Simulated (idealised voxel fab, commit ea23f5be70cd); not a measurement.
Name of the process module below: voxel ribs on slabs
The cross-section on display is named cut; it measures 205 nm wide, and its cells are 5 nm squares.
Format of a cross-section: grid, square cells. Given as bands. Order: top down. Band: one or more rows of cells. Read a band's entry like this: the first values are the height of its top and the height of its bottom in nm, and what follows is the sequence of materials from left to right, each with its width in nm. Note that "blank" is empty space, and that a single material marked "throughout" reaches across the band from edge to edge. Zero point of the height axis is 0; under it, received wafer = one material. Lowest band: continues down indefinitely, "0 nm and below". Per-row width for "30 to 40": begins at first number (top row of band), ends at second number (bottom row), increment between rows held constant. Where the words "left unchanged" appear for a step, the cross-section shows no cell changed by that step; every cell remained as before. Each empty space that has no open way to the top and spans at least 8 cells appears under "Tabulated closed voids" as width x height at distance, the distance counted from the left edge, all in nm. It should be noted that, on the line of a given step, the content following the step's settings is a remark produced by the simulator itself with respect to that step. overlay nm: step with mask; distance mask lay right of planned place; negative value = left of planned place.
The following list gives the planned process steps
1) RECEIVE with material Si
2) DIRECTIONAL_DEP with material SiO2, thk nm 20
3) DIRECTIONAL_DEP with material SiN, thk nm 25
4) DIRECTIONAL_DEP with material aC, thk nm 10
5) PATTERN with tone cover, mask id RIB, material resist, width nm 20, thk nm 25, overlay nm 0
6) DIRECTIONAL_ETCH with etch materials aC, depth nm 10
7) STRIP with etch materials resist
8) DIRECTIONAL_ETCH with etch materials SiN, depth nm 15
9) STRIP with etch materials aC
10) MASKED_ETCH with tone cover, mask id SLAB, width nm 70, etch materials SiN, depth nm 10, overlay nm 0
11) FILL_DEP with material SiO2, thk nm 20
12) CMP with height nm 55
13) DIRECTIONAL_DEP with material TiN, thk nm 5
14) PATTERN with tone cover, mask id HEATER, material resist, width nm 30, thk nm 15, overlay nm 0
15) DIRECTIONAL_ETCH with etch materials TiN, depth nm 5
16) STRIP with etch materials resist
17) CONFORMAL_DEP with material SiN, thk nm 10
So, the first of our two wafers, run just as we planned it
As received (post step 1): cross-section
0 nm and below = Si throughout
Tabulated closed voids: none
Cross-section of the wafer after step 2
20 nm to 0 nm = SiO2 throughout
below 0: unchanged
Cross-section of the wafer after step 3
45 nm to 20 nm = SiN throughout
below 20: unchanged
Cross-section of the wafer after step 4
55 nm to 45 nm = aC throughout
below 45: unchanged
Cross-section of the wafer after step 5
80 nm to 55 nm = blank=90 / resist=20 / blank=95
below 55: unchanged
Cross-section of the wafer after step 6
70 nm to 55 nm = blank=90 / resist=20 / blank=95
55 nm to 45 nm = blank=90 / aC=20 / blank=95
below 45: unchanged
Cross-section of the wafer after step 7
55 nm to 45 nm = blank=90 / aC=20 / blank=95
below 45: unchanged
Cross-section of the wafer after step 8
55 nm to 45 nm = blank=90 / aC=20 / blank=95
45 nm to 30 nm = blank=90 / SiN=20 / blank=95
below 30: unchanged
Cross-section of the wafer after step 9
45 nm to 30 nm = blank=90 / SiN=20 / blank=95
below 30: unchanged
Cross-section of the wafer after step 10
45 nm to 30 nm = blank=90 / SiN=20 / blank=95
30 nm to 20 nm = blank=65 / SiN=70 / blank=70
below 20: unchanged
Cross-section of the wafer after step 11
65 nm to 45 nm = SiO2 throughout
45 nm to 30 nm = SiO2=90 / SiN=20 / SiO2=95
30 nm to 20 nm = SiO2=65 / SiN=70 / SiO2=70
below 20: unchanged
Cross-section of the wafer after step 12
55 nm to 45 nm = SiO2 throughout
below 45: unchanged
Cross-section of the wafer after step 13
60 nm to 55 nm = TiN throughout
below 55: unchanged
Cross-section of the wafer after step 14
75 nm to 60 nm = blank=85 / resist=30 / blank=90
below 60: unchanged
Cross-section of the wafer after step 15
75 nm to 60 nm = blank=85 / resist=30 / blank=90
60 nm to 55 nm = blank=85 / TiN=30 / blank=90
below 55: unchanged
Cross-section of the wafer after step 16
60 nm to 55 nm = blank=85 / TiN=30 / blank=90
below 55: unchanged
Cross-section of the wafer after step 17
70 nm to 65 nm = blank=75 / SiN=50 / blank=80
65 nm to 60 nm = SiN throughout
60 nm to 55 nm = SiN=85 / TiN=30 / SiN=90
below 55: unchanged
The second wafer was prepared from the same starting point and under the same plan as the first; its processing contained one mistake, and it remains indistinguishable from the first wafer up to and including step 2
Second wafer, cross-section, planned end of step 3
70 nm to 20 nm = SiN throughout
below 20: unchanged
Second wafer, cross-section, planned end of step 4
80 nm to 70 nm = aC throughout
below 70: unchanged
Second wafer, cross-section, planned end of step 5
105 nm to 80 nm = blank=90 / resist=20 / blank=95
below 80: unchanged
Second wafer, cross-section, planned end of step 6
95 nm to 80 nm = blank=90 / resist=20 / blank=95
80 nm to 70 nm = blank=90 / aC=20 / blank=95
below 70: unchanged
Second wafer, cross-section, planned end of step 7
80 nm to 70 nm = blank=90 / aC=20 / blank=95
below 70: unchanged
Second wafer, cross-section, planned end of step 8
80 nm to 70 nm = blank=90 / aC=20 / blank=95
70 nm to 55 nm = blank=90 / SiN=20 / blank=95
below 55: unchanged
Second wafer, cross-section, planned end of step 9
70 nm to 55 nm = blank=90 / SiN=20 / blank=95
below 55: unchanged
Second wafer, cross-section, planned end of step 10
70 nm to 55 nm = blank=90 / SiN=20 / blank=95
55 nm to 45 nm = blank=65 / SiN=70 / blank=70
below 45: unchanged
Second wafer, cross-section, planned end of step 11
90 nm to 70 nm = SiO2 throughout
70 nm to 55 nm = SiO2=90 / SiN=20 / SiO2=95
55 nm to 45 nm = SiO2=65 / SiN=70 / SiO2=70
below 45: unchanged
Second wafer, cross-section, planned end of step 12
55 nm to 45 nm = SiO2=65 / SiN=70 / SiO2=70
below 45: unchanged
Second wafer, cross-section, planned end of step 13
60 nm to 55 nm = TiN throughout
below 55: unchanged
Second wafer, cross-section, planned end of step 14
75 nm to 60 nm = blank=85 / resist=30 / blank=90
below 60: unchanged
Second wafer, cross-section, planned end of step 15
75 nm to 60 nm = blank=85 / resist=30 / blank=90
60 nm to 55 nm = blank=85 / TiN=30 / blank=90
below 55: unchanged
Second wafer, cross-section, planned end of step 16
60 nm to 55 nm = blank=85 / TiN=30 / blank=90
below 55: unchanged
Second wafer, cross-section, planned end of step 17
70 nm to 65 nm = blank=75 / SiN=50 / blank=80
65 nm to 60 nm = SiN throughout
60 nm to 55 nm = SiN=85 / TiN=30 / SiN=90
below 55: unchanged
The plan and the run diverged here: step 3 of the plan was twice carried out
Wafer comparison, final, in cells, second relative to first, materials more or fewer: 193 more of SiN; 193 fewer of SiO2
